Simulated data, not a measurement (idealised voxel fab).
This is a process module. Its name is voxel transistor to metal.
In the cross-section labelled cut, the width is 285 nm and each square cell is 5 nm.
Heads up, the way a cross-section reads in here is a grid of square cells, handed over as bands from the top down, with every band being one or more rows of cells. Basically the band line says how high the top is and how high the bottom is, in nm, and then what's in it from left to right, every material with its width in nm. Empty space shows up as "empty", and if a single material carries "all across" it runs the full band edge to edge. The reference from which all heights are counted is 0, the level beneath which the as-received wafer is entirely one material; the lowest band, having no lower bound, proceeds downward and is written after the example "0..down". The notation "30->40" denotes a width that varies across the rows of cells in the band, beginning at the first number in the top row, finishing at the second number in the bottom row, and changing by an identical amount from each row to the next. No cell of the cross-section changed in a step that is given as "no change". Closed-off voids of 8+ cells (no open route to the top) go in "Enclosed internal cavities", written width x height at distance from the left edge, in nm. The remark found on a step's line after its settings is issued by the simulator itself and pertains to that step. overlay nm: right-of-plan distance of the mask on a masked step; negative values mean left-of-plan. So the way this works: pairs, before and after one process step. The after picture only goes down to the lowest band that actually changed, nothing below. Step and its settings are under each pair. And watch out, pairs might come from different runs of this module, same starting wafer though, so a pair only follows on from the one above if its "Prior to step" entry tells you so.
PRIOR TO STEP
* 90..80: aC (25), then empty (15), then aC (65), then empty (15), then aC (40), then empty (15), then aC (65), then empty (15), then aC (30)
* 80..60: SiO2 (25), then empty (15), then SiO2 (65), then empty (15), then SiO2 (40), then empty (15), then SiO2 (65), then empty (15), then SiO2 (30)
* 60..55: SiCN all across
* 55..45: SiO2 (25), then TiN (5), then W (5), then TiN (5), then SiO2 (65), then TiN (5), then W (5), then TiN (5), then SiO2 (40), then TiN (5), then W (5), then TiN (5), then SiO2 (65), then TiN (5), then W (5), then TiN (5), then SiO2 (30)
* 45..30: SiO2 (25), then TiN (5), then W (5), then TiN (5), then SiO2 (10), then SiN (5), then SiO2 (5), then SiCN (25), then SiO2 (5), then SiN (5), then SiO2 (10), then TiN (5), then W (5), then TiN (5), then SiO2 (40), then TiN (5), then W (5), then TiN (5), then SiO2 (10), then SiN (5), then SiO2 (5), then SiCN (25), then SiO2 (5), then SiN (5), then SiO2 (10), then TiN (5), then W (5), then TiN (5), then SiO2 (30)
* 30..15: SiO2 (25), then TiN (5), then W (5), then TiN (5), then SiO2 (10), then SiN (5), then SiO2 (5), then polySi (25), then SiO2 (5), then SiN (5), then SiO2 (10), then TiN (5), then W (5), then TiN (5), then SiO2 (40), then TiN (5), then W (5), then TiN (5), then SiO2 (10), then SiN (5), then SiO2 (5), then polySi (25), then SiO2 (5), then SiN (5), then SiO2 (10), then TiN (5), then W (5), then TiN (5), then SiO2 (30)
* 15..10: SiO2 (25), then TiN (15), then SiO2 (10), then SiN (5), then SiO2 (5), then polySi (25), then SiO2 (5), then SiN (5), then SiO2 (10), then TiN (15), then SiO2 (40), then TiN (15), then SiO2 (10), then SiN (5), then SiO2 (5), then polySi (25), then SiO2 (5), then SiN (5), then SiO2 (10), then TiN (15), then SiO2 (30)
* 10..5: SiO2 (25), then TiN (10), then pSi (15), then SiN (5), then SiO2 (5), then polySi (25), then SiO2 (5), then SiN (5), then pSi (15), then TiN (10), then SiO2 (40), then TiN (10), then pSi (15), then SiN (5), then SiO2 (5), then polySi (25), then SiO2 (5), then SiN (5), then pSi (15), then TiN (10), then SiO2 (30)
* 5..0: SiO2 (10), then pSi (40), then SiN (5), then SiO2 (5), then polySi (25), then SiO2 (5), then SiN (5), then pSi (40), then SiO2 (10), then pSi (40), then SiN (5), then SiO2 (5), then polySi (25), then SiO2 (5), then SiN (5), then pSi (40), then SiO2 (15)
* 0..-5: SiO2 (10), then pSi (40), then SiO2 (45), then pSi (40), then SiO2 (10), then pSi (40), then SiO2 (45), then pSi (40), then SiO2 (15)
* -5..-10: SiO2 (20), then pSi (30), then Si (45), then pSi (30), then SiO2 (30), then pSi (30), then Si (45), then pSi (30), then SiO2 (25)
* -10..-15: SiO2 (15), then Si (5), then pSi (30), then Si (45), then pSi (30), then Si (5), then SiO2 (20), then Si (5), then pSi (30), then Si (45), then pSi (30), then Si (5), then SiO2 (20)
* -15..-20: SiO2 (15), then Si (115), then SiO2 (20), then Si (115), then SiO2 (20)
* -20..down: Si all across
* Enclosed internal cavities: none
POST-STEP APPEARANCE
* 90..80: aC (25), then empty (15), then aC (65), then empty (15), then aC (40), then empty (15), then aC (65), then empty (15), then aC (30)
* 80..60: SiO2 (25), then empty (15), then SiO2 (65), then empty (15), then SiO2 (40), then empty (15), then SiO2 (65), then empty (15), then SiO2 (30)
* 60..55: SiCN (25), then empty (15), then SiCN (65), then empty (15), then SiCN (40), then empty (15), then SiCN (65), then empty (15), then SiCN (30)
* Everything below 55 is unchanged.
* Enclosed internal cavities: none
Step applied between the pre-step and post-step cross-sections shown above: DIRECTIONAL_ETCH [etch materials SiCN] [depth nm 5]
Prior to step: For the state before this step, see the after cross-section of the pair located directly above.
POST-STEP APPEARANCE
* 80..60: SiO2 (25), then empty (15), then SiO2 (65), then empty (15), then SiO2 (40), then empty (15), then SiO2 (65), then empty (15), then SiO2 (30)
* Everything below 60 is unchanged.
* Enclosed internal cavities: none
Step applied between the pre-step and post-step cross-sections shown above: STRIP [etch materials aC]
Prior to step: For the state before this step, see the after cross-section of the pair located directly above.
POST-STEP APPEARANCE
* 85..80: TiN (30), then empty (5), then TiN (75), then empty (5), then TiN (50), then empty (5), then TiN (75), then empty (5), then TiN (35)
* 80..60: SiO2 (25), then TiN (5), then empty (5), then TiN (5), then SiO2 (65), then TiN (5), then empty (5), then TiN (5), then SiO2 (40), then TiN (5), then empty (5), then TiN (5), then SiO2 (65), then TiN (5), then empty (5), then TiN (5), then SiO2 (30)
* 60..55: SiCN (25), then TiN (15), then SiCN (65), then TiN (15), then SiCN (40), then TiN (15), then SiCN (65), then TiN (15), then SiCN (30)
* Everything below 55 is unchanged.
* Enclosed internal cavities: none
Step applied between the pre-step and post-step cross-sections shown above: CONFORMAL_DEP [material TiN] [thk nm 5]
Prior to step: For the state before this step, see the after cross-section of the pair located directly above.
POST-STEP APPEARANCE
* 90..85: Cu all across
* 85..80: TiN (30), then Cu (5), then TiN (75), then Cu (5), then TiN (50), then Cu (5), then TiN (75), then Cu (5), then TiN (35)
* 80..60: SiO2 (25), then TiN (5), then Cu (5), then TiN (5), then SiO2 (65), then TiN (5), then Cu (5), then TiN (5), then SiO2 (40), then TiN (5), then Cu (5), then TiN (5), then SiO2 (65), then TiN (5), then Cu (5), then TiN (5), then SiO2 (30)
* Everything below 60 is unchanged.
* Enclosed internal cavities: none
Step applied between the pre-step and post-step cross-sections shown above: FILL_DEP [material Cu] [thk nm 5]
Prior to step: For the state before this step, see the after cross-section of the pair located directly above.
POST-STEP APPEARANCE
* 80..60: SiO2 (25), then TiN (5), then Cu (5), then TiN (5), then SiO2 (65), then TiN (5), then Cu (5), then TiN (5), then SiO2 (40), then TiN (5), then Cu (5), then TiN (5), then SiO2 (65), then TiN (5), then Cu (5), then TiN (5), then SiO2 (30)
* Everything below 60 is unchanged.
* Enclosed internal cavities: none
Step applied between the pre-step and post-step cross-sections shown above: CMP [height nm 80]
Prior to step: For the state before this step, see the after cross-section of the pair located directly above.
POST-STEP APPEARANCE
* 85..80: SiCN all across
* Everything below 80 is unchanged.
* Enclosed internal cavities: none
Step applied between the pre-step and post-step cross-sections shown above: CONFORMAL_DEP [material SiCN] [thk nm 5]
Prior to step: For the state before this step, see the after cross-section of the pair located directly above.
POST-STEP APPEARANCE
* 120..85: lowk all across
* Everything below 85 is unchanged.
* Enclosed internal cavities: none
Step applied between the pre-step and post-step cross-sections shown above: DIRECTIONAL_DEP [material lowk] [thk nm 35]
Prior to step: For the state before this step, see the after cross-section of the pair located directly above.
POST-STEP APPEARANCE
* 135..120: resist (25), then empty (15), then resist (120), then empty (15), then resist (110)
* Everything below 120 is unchanged.
* Enclosed internal cavities: none
Step applied between the pre-step and post-step cross-sections shown above: PATTERN [tone open] [mask id METAL_2] [material resist] [width nm 15] [pitch nm 135] [thk nm 15] [overlay nm 0]
Prior to step: For the state before this step, see the after cross-section of the pair located directly above.
POST-STEP APPEARANCE
* 135..120: resist (25), then empty (15), then resist (120), then empty (15), then resist (110)
* 120..100: lowk (25), then empty (15), then lowk (120), then empty (15), then lowk (110)
* Everything below 100 is unchanged.
* Enclosed internal cavities: none
Step applied between the pre-step and post-step cross-sections shown above: DIRECTIONAL_ETCH [etch materials lowk] [depth nm 20]
Prior to step: For the state before this step, see the after cross-section of the pair located directly above.
POST-STEP APPEARANCE
* 120..100: lowk (25), then empty (15), then lowk (120), then empty (15), then lowk (110)
* Everything below 100 is unchanged.
* Enclosed internal cavities: none
Step applied between the pre-step and post-step cross-sections shown above: STRIP [etch materials resist]
Prior to step: For the state before this step, see the after cross-section of the pair located directly above.
POST-STEP APPEARANCE
* 120..85: lowk (25), then empty (15), then lowk (120), then empty (15), then lowk (110)
* Everything below 85 is unchanged.
* Enclosed internal cavities: none
Step applied between the pre-step and post-step cross-sections shown above: MASKED_ETCH [tone open] [mask id METAL_2_HOLES] [width nm 15] [pitch nm 135] [etch materials lowk] [depth nm 15] [overlay nm 0]
Prior to step: For the state before this step, see the after cross-section of the pair located directly above.
POST-STEP APPEARANCE
* 120..85: lowk (25), then empty (15), then lowk (120), then empty (15), then lowk (110)
* 85..80: SiCN (25), then empty (15), then SiCN (120), then empty (15), then SiCN (110)
* Everything below 80 is unchanged.
* Enclosed internal cavities: none
Step applied between the pre-step and post-step cross-sections shown above: MASKED_ETCH [tone open] [mask id METAL_2_HOLES] [width nm 15] [pitch nm 135] [etch materials SiCN] [depth nm 5] [overlay nm 0]
Prior to step: For the state before this step, see the after cross-section of the pair located directly above.
POST-STEP APPEARANCE
* 125..120: TiN (30), then empty (5), then TiN (130), then empty (5), then TiN (115)
* 120..85: lowk (25), then TiN (5), then empty (5), then TiN (5), then lowk (120), then TiN (5), then empty (5), then TiN (5), then lowk (110)
* 85..80: SiCN (25), then TiN (15), then SiCN (120), then TiN (15), then SiCN (110)
* Everything below 80 is unchanged.
* Enclosed internal cavities: none
Step applied between the pre-step and post-step cross-sections shown above: CONFORMAL_DEP [material TiN] [thk nm 5]
Prior to step: For the state before this step, see the after cross-section of the pair located directly above.
POST-STEP APPEARANCE
* 130..125: Ru all across
* 125..120: TiN (30), then Ru (5), then TiN (130), then Ru (5), then TiN (115)
* 120..85: lowk (25), then TiN (5), then Ru (5), then TiN (5), then lowk (120), then TiN (5), then Ru (5), then TiN (5), then lowk (110)
* Everything below 85 is unchanged.
* Enclosed internal cavities: none
Step applied between the pre-step and post-step cross-sections shown above: FILL_DEP [material Ru] [thk nm 5]
Prior to step: For the state before this step, see the after cross-section of the pair located directly above.
POST-STEP APPEARANCE
* 120..85: lowk (25), then TiN (5), then Ru (5), then TiN (5), then lowk (120), then TiN (5), then Ru (5), then TiN (5), then lowk (110)
* Everything below 85 is unchanged.
* Enclosed internal cavities: none
Step applied between the pre-step and post-step cross-sections shown above: CMP [height nm 120]
Prior to step: For the state before this step, see the after cross-section of the pair located directly above.
POST-STEP APPEARANCE
* 125..120: SiN all across
* Everything below 120 is unchanged.
* Enclosed internal cavities: none
Step applied between the pre-step and post-step cross-sections shown above: CONFORMAL_DEP [material SiN] [thk nm 5]
PRIOR TO STEP
* 45..30: SiCN all across
* 30..0: polySi all across
* 0..-5: SiO2 all across
* -5..-20: SiO2 (15), then Si (115), then SiO2 (20), then Si (115), then SiO2 (20)
* -20..down: Si all across
* Enclosed internal cavities: none
POST-STEP APPEARANCE
* 60..30: SiCN all across
* Everything below 30 is unchanged.
* Enclosed internal cavities: none
Step applied between the pre-step and post-step cross-sections shown above: DIRECTIONAL_DEP [material SiCN] [thk nm 15]
Prior to step: For the state before this step, see the after cross-section of the pair located directly above.
POST-STEP APPEARANCE
* 80..60: empty (60), then resist (25), then empty (110), then resist (25), then empty (65)
* Everything below 60 is unchanged.
* Enclosed internal cavities: none
Step applied between the pre-step and post-step cross-sections shown above: PATTERN [tone cover] [mask id GATE] [material resist] [width nm 25] [pitch nm 135] [thk nm 20] [overlay nm 0]
Prior to step: For the state before this step, see the after cross-section of the pair located directly above.
POST-STEP APPEARANCE
* 80..60: empty (60), then resist (25), then empty (110), then resist (25), then empty (65)
* 60..35: empty (60), then SiCN (25), then empty (110), then SiCN (25), then empty (65)
* Everything below 35 is unchanged.
* Enclosed internal cavities: none
Step applied between the pre-step and post-step cross-sections shown above: DIRECTIONAL_ETCH [etch materials SiCN] [depth nm 25]
Prior to step: For the state before this step, see the after cross-section of the pair located directly above.
POST-STEP APPEARANCE
* 60..35: empty (60), then SiCN (25), then empty (110), then SiCN (25), then empty (65)
* Everything below 35 is unchanged.
* Enclosed internal cavities: none
Step applied between the pre-step and post-step cross-sections shown above: STRIP [etch materials resist]
Prior to step: For the state before this step, see the after cross-section of the pair located directly above.
POST-STEP APPEARANCE
* 65..60: empty (55), then SiO2 (35), then empty (100), then SiO2 (35), then empty (60)
* 60..40: empty (55), then SiO2 (5), then SiCN (25), then SiO2 (5), then empty (100), then SiO2 (5), then SiCN (25), then SiO2 (5), then empty (60)
* 40..35: SiO2 (60), then SiCN (25), then SiO2 (110), then SiCN (25), then SiO2 (65)
* Everything below 35 is unchanged.
* Enclosed internal cavities: none
Step applied between the pre-step and post-step cross-sections shown above: CONFORMAL_DEP [material SiO2] [thk nm 5]
Prior to step: For the state before this step, see the after cross-section of the pair located directly above.
POST-STEP APPEARANCE
* 60..35: empty (55), then SiO2 (5), then SiCN (25), then SiO2 (5), then empty (100), then SiO2 (5), then SiCN (25), then SiO2 (5), then empty (60)
* Everything below 35 is unchanged.
* Enclosed internal cavities: none
Step applied between the pre-step and post-step cross-sections shown above: DIRECTIONAL_ETCH [etch materials SiO2] [depth nm 5]
Prior to step: For the state before this step, see the after cross-section of the pair located directly above.
POST-STEP APPEARANCE
* 65..60: empty (50), then SiN (45), then empty (90), then SiN (45), then empty (55)
* 60..40: empty (50), then SiN (5), then SiO2 (5), then SiCN (25), then SiO2 (5), then SiN (5), then empty (90), then SiN (5), then SiO2 (5), then SiCN (25), then SiO2 (5), then SiN (5), then empty (55)
* 40..35: SiN (55), then SiO2 (5), then SiCN (25), then SiO2 (5), then SiN (100), then SiO2 (5), then SiCN (25), then SiO2 (5), then SiN (60)
* Everything below 35 is unchanged.
* Enclosed internal cavities: none
Step applied between the pre-step and post-step cross-sections shown above: CONFORMAL_DEP [material SiN] [thk nm 5]
Prior to step: For the state before this step, see the after cross-section of the pair located directly above.
POST-STEP APPEARANCE
* 60..35: empty (50), then SiN (5), then SiO2 (5), then SiCN (25), then SiO2 (5), then SiN (5), then empty (90), then SiN (5), then SiO2 (5), then SiCN (25), then SiO2 (5), then SiN (5), then empty (55)
* Everything below 35 is unchanged.
* Enclosed internal cavities: none
Step applied between the pre-step and post-step cross-sections shown above: DIRECTIONAL_ETCH [etch materials SiN] [depth nm 5]
Prior to step: For the state before this step, see the after cross-section of the pair located directly above.
POST-STEP APPEARANCE
* 60..55: empty (50), then SiN (5), then empty (5), then SiCN (25), then empty (5), then SiN (5), then empty (90), then SiN (5), then empty (5), then SiCN (25), then empty (5), then SiN (5), then empty (55)
* Everything below 55 is unchanged.
* Enclosed internal cavities: none
Step applied between the pre-step and post-step cross-sections shown above: DIRECTIONAL_ETCH [etch materials SiO2] [depth nm 5]
Prior to step: For the state before this step, see the after cross-section of the pair located directly above.
POST-STEP APPEARANCE
* 65..60: SiO2 all across
* 60..35: SiO2 (50), then SiN (5), then SiO2 (5), then SiCN (25), then SiO2 (5), then SiN (5), then SiO2 (90), then SiN (5), then SiO2 (5), then SiCN (25), then SiO2 (5), then SiN (5), then SiO2 (55)
* Everything below 35 is unchanged.
* Enclosed internal cavities: none
Step applied between the pre-step and post-step cross-sections shown above: FILL_DEP [material SiO2] [thk nm 5]
Prior to step: For the state before this step, see the after cross-section of the pair located directly above.
POST-STEP APPEARANCE
* 45..35: SiO2 (50), then SiN (5), then SiO2 (5), then SiCN (25), then SiO2 (5), then SiN (5), then SiO2 (90), then SiN (5), then SiO2 (5), then SiCN (25), then SiO2 (5), then SiN (5), then SiO2 (55)
* Everything below 35 is unchanged.
* Enclosed internal cavities: none
Step applied between the pre-step and post-step cross-sections shown above: CMP [height nm 45]
Prior to step: For the state before this step, see the after cross-section of the pair located directly above.
POST-STEP APPEARANCE
* 55..45: SiO2 all across
* Everything below 45 is unchanged.
* Enclosed internal cavities: none
Step applied between the pre-step and post-step cross-sections shown above: DIRECTIONAL_DEP [material SiO2] [thk nm 10]
Prior to step: For the state before this step, see the after cross-section of the pair located directly above.
POST-STEP APPEARANCE
* 70..55: resist (25), then empty (15), then resist (65), then empty (15), then resist (40), then empty (15), then resist (65), then empty (15), then resist (30)
* Everything below 55 is unchanged.
* Enclosed internal cavities: none
Step applied between the pre-step and post-step cross-sections shown above: PATTERN [tone open] [mask id CONTACT] [material resist] [width nm 15] [thk nm 15] [overlay nm 0]
Prior to step: For the state before this step, see the after cross-section of the pair located directly above.
POST-STEP APPEARANCE
* 70..55: resist (25), then empty (15), then resist (65), then empty (15), then resist (40), then empty (15), then resist (65), then empty (15), then resist (30)
* 55..45: SiO2 (25), then empty (15), then SiO2 (65), then empty (15), then SiO2 (40), then empty (15), then SiO2 (65), then empty (15), then SiO2 (30)
* 45..35: SiO2 (25), then empty (15), then SiO2 (10), then SiN (5), then SiO2 (5), then SiCN (25), then SiO2 (5), then SiN (5), then SiO2 (10), then empty (15), then SiO2 (40), then empty (15), then SiO2 (10), then SiN (5), then SiO2 (5), then SiCN (25), then SiO2 (5), then SiN (5), then SiO2 (10), then empty (15), then SiO2 (30)
* Everything below 35 is unchanged.
* Enclosed internal cavities: none
Step applied between the pre-step and post-step cross-sections shown above: DIRECTIONAL_ETCH [etch materials SiO2] [depth nm 55]
Prior to step: For the state before this step, see the after cross-section of the pair located directly above.
POST-STEP APPEARANCE
* 55..45: SiO2 (25), then empty (15), then SiO2 (65), then empty (15), then SiO2 (40), then empty (15), then SiO2 (65), then empty (15), then SiO2 (30)
* Everything below 45 is unchanged.
* Enclosed internal cavities: none
Step applied between the pre-step and post-step cross-sections shown above: STRIP [etch materials resist]
Prior to step: For the state before this step, see the after cross-section of the pair located directly above.
POST-STEP APPEARANCE
* 60..55: TiN (30), then empty (5), then TiN (75), then empty (5), then TiN (50), then empty (5), then TiN (75), then empty (5), then TiN (35)
* 55..45: SiO2 (25), then TiN (5), then empty (5), then TiN (5), then SiO2 (65), then TiN (5), then empty (5), then TiN (5), then SiO2 (40), then TiN (5), then empty (5), then TiN (5), then SiO2 (65), then TiN (5), then empty (5), then TiN (5), then SiO2 (30)
* 45..40: SiO2 (25), then TiN (5), then empty (5), then TiN (5), then SiO2 (10), then SiN (5), then SiO2 (5), then SiCN (25), then SiO2 (5), then SiN (5), then SiO2 (10), then TiN (5), then empty (5), then TiN (5), then SiO2 (40), then TiN (5), then empty (5), then TiN (5), then SiO2 (10), then SiN (5), then SiO2 (5), then SiCN (25), then SiO2 (5), then SiN (5), then SiO2 (10), then TiN (5), then empty (5), then TiN (5), then SiO2 (30)
* 40..35: SiO2 (25), then TiN (15), then SiO2 (10), then SiN (5), then SiO2 (5), then SiCN (25), then SiO2 (5), then SiN (5), then SiO2 (10), then TiN (15), then SiO2 (40), then TiN (15), then SiO2 (10), then SiN (5), then SiO2 (5), then SiCN (25), then SiO2 (5), then SiN (5), then SiO2 (10), then TiN (15), then SiO2 (30)
* Everything below 35 is unchanged.
* Enclosed internal cavities: none
Step applied between the pre-step and post-step cross-sections shown above: CONFORMAL_DEP [material TiN] [thk nm 5]
Prior to step: For the state before this step, see the after cross-section of the pair located directly above.
POST-STEP APPEARANCE
* 70..60: W all across
* 60..55: TiN (30), then W (5), then TiN (75), then W (5), then TiN (50), then W (5), then TiN (75), then W (5), then TiN (35)
* 55..45: SiO2 (25), then TiN (5), then W (5), then TiN (5), then SiO2 (65), then TiN (5), then W (5), then TiN (5), then SiO2 (40), then TiN (5), then W (5), then TiN (5), then SiO2 (65), then TiN (5), then W (5), then TiN (5), then SiO2 (30)
* 45..40: SiO2 (25), then TiN (5), then W (5), then TiN (5), then SiO2 (10), then SiN (5), then SiO2 (5), then SiCN (25), then SiO2 (5), then SiN (5), then SiO2 (10), then TiN (5), then W (5), then TiN (5), then SiO2 (40), then TiN (5), then W (5), then TiN (5), then SiO2 (10), then SiN (5), then SiO2 (5), then SiCN (25), then SiO2 (5), then SiN (5), then SiO2 (10), then TiN (5), then W (5), then TiN (5), then SiO2 (30)
* Everything below 40 is unchanged.
* Enclosed internal cavities: none
Step applied between the pre-step and post-step cross-sections shown above: FILL_DEP [material W] [thk nm 10]
Prior to step: For the state before this step, see the after cross-section of the pair located directly above.
POST-STEP APPEARANCE
* 55..45: SiO2 (25), then TiN (5), then W (5), then TiN (5), then SiO2 (65), then TiN (5), then W (5), then TiN (5), then SiO2 (40), then TiN (5), then W (5), then TiN (5), then SiO2 (65), then TiN (5), then W (5), then TiN (5), then SiO2 (30)
* Everything below 45 is unchanged.
* Enclosed internal cavities: none
Step applied between the pre-step and post-step cross-sections shown above: CMP [height nm 55]
Prior to step: For the state before this step, see the after cross-section of the pair located directly above.
POST-STEP APPEARANCE
* 60..55: SiCN all across
* Everything below 55 is unchanged.
* Enclosed internal cavities: none
Step applied between the pre-step and post-step cross-sections shown above: CONFORMAL_DEP [material SiCN] [thk nm 5]
Prior to step: For the state before this step, see the after cross-section of the pair located directly above.
POST-STEP APPEARANCE
* 80..60: SiO2 all across
* Everything below 60 is unchanged.
* Enclosed internal cavities: none
Step applied between the pre-step and post-step cross-sections shown above: DIRECTIONAL_DEP [material SiO2] [thk nm 20]
Prior to step: For the state before this step, see the after cross-section of the pair located directly above.
POST-STEP APPEARANCE
* 90..80: aC all across
* Everything below 80 is unchanged.
* Enclosed internal cavities: none
Step applied between the pre-step and post-step cross-sections shown above: DIRECTIONAL_DEP [material aC] [thk nm 10]
Prior to step: For the state before this step, see the after cross-section of the pair located directly above.
POST-STEP APPEARANCE
* 120..90: resist (25), then empty (15), then resist (65), then empty (15), then resist (40), then empty (15), then resist (65), then empty (15), then resist (30)
* Everything below 90 is unchanged.
* Enclosed internal cavities: none
Step applied between the pre-step and post-step cross-sections shown above: PATTERN [tone open] [mask id METAL_1] [material resist] [width nm 15] [thk nm 30] [overlay nm 0]
Prior to step: For the state before this step, see the after cross-section of the pair located directly above.
POST-STEP APPEARANCE
* 110..90: resist (25), then empty (15), then resist (65), then empty (15), then resist (40), then empty (15), then resist (65), then empty (15), then resist (30)
* 90..80: aC (25), then empty (15), then aC (65), then empty (15), then aC (40), then empty (15), then aC (65), then empty (15), then aC (30)
* Everything below 80 is unchanged.
* Enclosed internal cavities: none
Step applied between the pre-step and post-step cross-sections shown above: DIRECTIONAL_ETCH [etch materials aC] [depth nm 10]
Prior to step: For the state before this step, see the after cross-section of the pair located directly above.
POST-STEP APPEARANCE
* 90..80: aC (25), then empty (15), then aC (65), then empty (15), then aC (40), then empty (15), then aC (65), then empty (15), then aC (30)
* Everything below 80 is unchanged.
* Enclosed internal cavities: none
Step applied between the pre-step and post-step cross-sections shown above: STRIP [etch materials resist]
Prior to step: For the state before this step, see the after cross-section of the pair located directly above.
POST-STEP APPEARANCE
* 90..80: aC (25), then empty (15), then aC (65), then empty (15), then aC (40), then empty (15), then aC (65), then empty (15), then aC (30)
* 80..60: SiO2 (25), then empty (15), then SiO2 (65), then empty (15), then SiO2 (40), then empty (15), then SiO2 (65), then empty (15), then SiO2 (30)
* Everything below 60 is unchanged.
* Enclosed internal cavities: none
Step applied between the pre-step and post-step cross-sections shown above: DIRECTIONAL_ETCH [etch materials SiO2] [depth nm 20]
Prior to step: For the state before this step, see the after cross-section of the pair located directly above.
POST-STEP APPEARANCE
* 90..80: aC (25), then empty (15), then aC (65), then empty (15), then aC (40), then empty (15), then aC (65), then empty (15), then aC (30)
* 80..60: SiO2 (25), then empty (15), then SiO2 (65), then empty (15), then SiO2 (40), then empty (15), then SiO2 (65), then empty (15), then SiO2 (30)
* 60..55: SiCN (25), then empty (15), then SiCN (65), then empty (15), then SiCN (40), then empty (15), then SiCN (65), then empty (15), then SiCN (30)
* Everything below 55 is unchanged.
* Enclosed internal cavities: none
Step applied between the pre-step and post-step cross-sections shown above: DIRECTIONAL_ETCH [etch materials SiCN] [depth nm 5]
Prior to step: For the state before this step, see the after cross-section of the pair located directly above.
POST-STEP APPEARANCE
* 80..60: SiO2 (25), then empty (15), then SiO2 (65), then empty (15), then SiO2 (40), then empty (15), then SiO2 (65), then empty (15), then SiO2 (30)
* Everything below 60 is unchanged.
* Enclosed internal cavities: none
Step applied between the pre-step and post-step cross-sections shown above: STRIP [etch materials aC]
Prior to step: For the state before this step, see the after cross-section of the pair located directly above.
POST-STEP APPEARANCE
* 85..80: TiN (30), then empty (5), then TiN (75), then empty (5), then TiN (50), then empty (5), then TiN (75), then empty (5), then TiN (35)
* 80..60: SiO2 (25), then TiN (5), then empty (5), then TiN (5), then SiO2 (65), then TiN (5), then empty (5), then TiN (5), then SiO2 (40), then TiN (5), then empty (5), then TiN (5), then SiO2 (65), then TiN (5), then empty (5), then TiN (5), then SiO2 (30)
* 60..55: SiCN (25), then TiN (15), then SiCN (65), then TiN (15), then SiCN (40), then TiN (15), then SiCN (65), then TiN (15), then SiCN (30)
* Everything below 55 is unchanged.
* Enclosed internal cavities: none
Step applied between the pre-step and post-step cross-sections shown above: CONFORMAL_DEP [material TiN] [thk nm 5]
Prior to step: For the state before this step, see the after cross-section of the pair located directly above.
POST-STEP APPEARANCE
* 90..85: Cu all across
* 85..80: TiN (30), then Cu (5), then TiN (75), then Cu (5), then TiN (50), then Cu (5), then TiN (75), then Cu (5), then TiN (35)
* 80..60: SiO2 (25), then TiN (5), then Cu (5), then TiN (5), then SiO2 (65), then TiN (5), then Cu (5), then TiN (5), then SiO2 (40), then TiN (5), then Cu (5), then TiN (5), then SiO2 (65), then TiN (5), then Cu (5), then TiN (5), then SiO2 (30)
* Everything below 60 is unchanged.
* Enclosed internal cavities: none
Step applied between the pre-step and post-step cross-sections shown above: FILL_DEP [material Cu] [thk nm 5]
Prior to step: For the state before this step, see the after cross-section of the pair located directly above.
POST-STEP APPEARANCE
* 80..60: SiO2 (25), then TiN (5), then Cu (5), then TiN (5), then SiO2 (65), then TiN (5), then Cu (5), then TiN (5), then SiO2 (40), then TiN (5), then Cu (5), then TiN (5), then SiO2 (65), then TiN (5), then Cu (5), then TiN (5), then SiO2 (30)
* Everything below 60 is unchanged.
* Enclosed internal cavities: none
Step applied between the pre-step and post-step cross-sections shown above: CMP [height nm 80]
Prior to step: For the state before this step, see the after cross-section of the pair located directly above.
POST-STEP APPEARANCE
* 85..80: SiCN all across
* Everything below 80 is unchanged.
* Enclosed internal cavities: none
Step applied between the pre-step and post-step cross-sections shown above: CONFORMAL_DEP [material SiCN] [thk nm 5]
Prior to step: For the state before this step, see the after cross-section of the pair located directly above.
POST-STEP APPEARANCE
* 120..85: lowk all across
* Everything below 85 is unchanged.
* Enclosed internal cavities: none
Step applied between the pre-step and post-step cross-sections shown above: DIRECTIONAL_DEP [material lowk] [thk nm 35]
Prior to step: For the state before this step, see the after cross-section of the pair located directly above.
POST-STEP APPEARANCE
* 135..120: resist (25), then empty (15), then resist (120), then empty (15), then resist (110)
* Everything below 120 is unchanged.
* Enclosed internal cavities: none
Step applied between the pre-step and post-step cross-sections shown above: PATTERN [tone open] [mask id METAL_2] [material resist] [width nm 15] [pitch nm 135] [thk nm 15] [overlay nm 0]
Prior to step: For the state before this step, see the after cross-section of the pair located directly above.
POST-STEP APPEARANCE
* 135..120: resist (25), then empty (15), then resist (120), then empty (15), then resist (110)
* 120..100: lowk (25), then empty (15), then lowk (120), then empty (15), then lowk (110)
* Everything below 100 is unchanged.
* Enclosed internal cavities: none
Step applied between the pre-step and post-step cross-sections shown above: DIRECTIONAL_ETCH [etch materials lowk] [depth nm 20]
Prior to step: For the state before this step, see the after cross-section of the pair located directly above.
POST-STEP APPEARANCE
* 120..100: lowk (25), then empty (15), then lowk (120), then empty (15), then lowk (110)
* Everything below 100 is unchanged.
* Enclosed internal cavities: none
Step applied between the pre-step and post-step cross-sections shown above: STRIP [etch materials resist]
Prior to step: For the state before this step, see the after cross-section of the pair located directly above.
POST-STEP APPEARANCE
* 120..85: lowk (25), then empty (15), then lowk (120), then empty (15), then lowk (110)
* Everything below 85 is unchanged.
* Enclosed internal cavities: none
Step applied between the pre-step and post-step cross-sections shown above: MASKED_ETCH [tone open] [mask id METAL_2_HOLES] [width nm 15] [pitch nm 135] [etch materials lowk] [depth nm 15] [overlay nm 0]
Prior to step: For the state before this step, see the after cross-section of the pair located directly above.
POST-STEP APPEARANCE
* 120..85: lowk (25), then empty (15), then lowk (120), then empty (15), then lowk (110)
* 85..80: SiCN (25), then empty (15), then SiCN (120), then empty (15), then SiCN (110)
* Everything below 80 is unchanged.
* Enclosed internal cavities: none
Step applied between the pre-step and post-step cross-sections shown above: MASKED_ETCH [tone open] [mask id METAL_2_HOLES] [width nm 15] [pitch nm 135] [etch materials SiCN] [depth nm 5] [overlay nm 0]
Prior to step: For the state before this step, see the after cross-section of the pair located directly above.
POST-STEP APPEARANCE
* 125..120: TiN (30), then empty (5), then TiN (130), then empty (5), then TiN (115)
* 120..85: lowk (25), then TiN (5), then empty (5), then TiN (5), then lowk (120), then TiN (5), then empty (5), then TiN (5), then lowk (110)
* 85..80: SiCN (25), then TiN (15), then SiCN (120), then TiN (15), then SiCN (110)
* Everything below 80 is unchanged.
* Enclosed internal cavities: none
Step applied between the pre-step and post-step cross-sections shown above: CONFORMAL_DEP [material TiN] [thk nm 5]
Prior to step: For the state before this step, see the after cross-section of the pair located directly above.
POST-STEP APPEARANCE
* 130..125: Ru all across
* 125..120: TiN (30), then Ru (5), then TiN (130), then Ru (5), then TiN (115)
* 120..85: lowk (25), then TiN (5), then Ru (5), then TiN (5), then lowk (120), then TiN (5), then Ru (5), then TiN (5), then lowk (110)
* Everything below 85 is unchanged.
* Enclosed internal cavities: none
Step applied between the pre-step and post-step cross-sections shown above: FILL_DEP [material Ru] [thk nm 5]
